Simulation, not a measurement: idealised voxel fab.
The document below concerns the process module designated voxel local oxidation.
Each square cell in cross-section cut measures 5 nm, and the section as a whole is 175 nm wide.
Throughout this document, each cross-section is represented as a grid of square cells and is presented as a sequence of bands enumerated from the top downward, where a band comprises one or more rows of cells.
Top height, bottom height, nm. Materials left to right, width each, nm. Single material + "edge to edge" = fills band edge to edge. "air" = empty.
Heights are measured from 0, the level below which the as-received wafer is all one material; the lowest band has no bottom and continues downward, written as in "0 down".
Top row gets the first number, bottom row gets the second, and each row in between changes by the same step: that is how a band width like "30..40" works.
Where a step carries "nothing different", the cross-section came out of it unchanged, cell for cell.
Closed empty spaces (no open way to the top) of 8 cells or more are what "Enclosed cavities" lists, each as width x height at distance from the left edge, nm for all three.
What comes after the settings on a step's line is commentary from the simulator itself on that step.
What "overlay nm" on a step's line means: if the step has a mask, that mask lay this far to the right of its planned place, or, when the value is negative, to the left.
# The steps planned for the process are as follows
1: RECEIVE,material Si
2: CONFORMAL_DEP,material SiO2,thk nm 5
3: CONFORMAL_DEP,material SiN,thk nm 15
4: MASKED_ETCH,tone cover,mask id ACTIVE,width nm 90,etch materials SiN,depth nm 15,overlay nm 0
5: SELECTIVE_ETCH,etch materials SiO2,depth nm 5
6: OXIDIZE,depth nm 15
7: STRIP,etch materials SiN
# first wafer, as planned
# Wafer at receipt (post step 1), cross-section
    0 down: Si edge to edge
    Enclosed cavities: none
# The following cross-section depicts the wafer upon completion of step 2
    5 to 0: SiO2 edge to edge
    Under 0: no change, same as before.
# The following cross-section depicts the wafer upon completion of step 3
    20 to 5: SiN edge to edge
    Under 5: no change, same as before.
# The following cross-section depicts the wafer upon completion of step 4
    20 to 5: air=40 | SiN=90 | air=45
    Under 5: no change, same as before.
# The following cross-section depicts the wafer upon completion of step 5
    20 to 5: air=40 | SiN=90 | air=45
    5 to 0: air=45 | SiO2=80 | air=50
    Under 0: no change, same as before.
# The following cross-section depicts the wafer upon completion of step 6
    20 to 5: air=40 | SiN=90 | air=45
    5 to 0: air=45 | SiO2=80 | air=50
    0 to -15: SiO2=60 | Si=50 | SiO2=65
    Under -15: no change, same as before.
# The following cross-section depicts the wafer upon completion of step 7
    5 to 0: air=45 | SiO2=80 | air=50
    Under 0: no change, same as before.
# For the second wafer, take the first wafer's start and plan, then add one mistake made in running it; everything through step 3, that step included, is shared with the first
# The second wafer in cross-section, at the planned close of step 4
    20 to 5: air=35 | SiN=100 | air=40
    Under 5: no change, same as before.
# The second wafer in cross-section, at the planned close of step 5
    20 to 5: air=35 | SiN=100 | air=40
    5 to 0: air=40 | SiO2=90 | air=45
    Under 0: no change, same as before.
# The second wafer in cross-section, at the planned close of step 6
    20 to 5: air=35 | SiN=100 | air=40
    5 to 0: air=40 | SiO2=90 | air=45
    0 to -15: SiO2=55 | Si=60 | SiO2=60
    Under -15: no change, same as before.
# The second wafer in cross-section, at the planned close of step 7
    5 to 0: air=40 | SiO2=90 | air=45
    Under 0: no change, same as before.
So what did we get wrong on this run? step 4 did not happen as planned, as run it was MASKED_ETCH,tone cover,mask id ACTIVE,width nm 100,etch materials SiN,depth nm 15,overlay nm 0
Final cells, second wafer relative to first, materials higher or lower: +6 Si; -4 SiO2
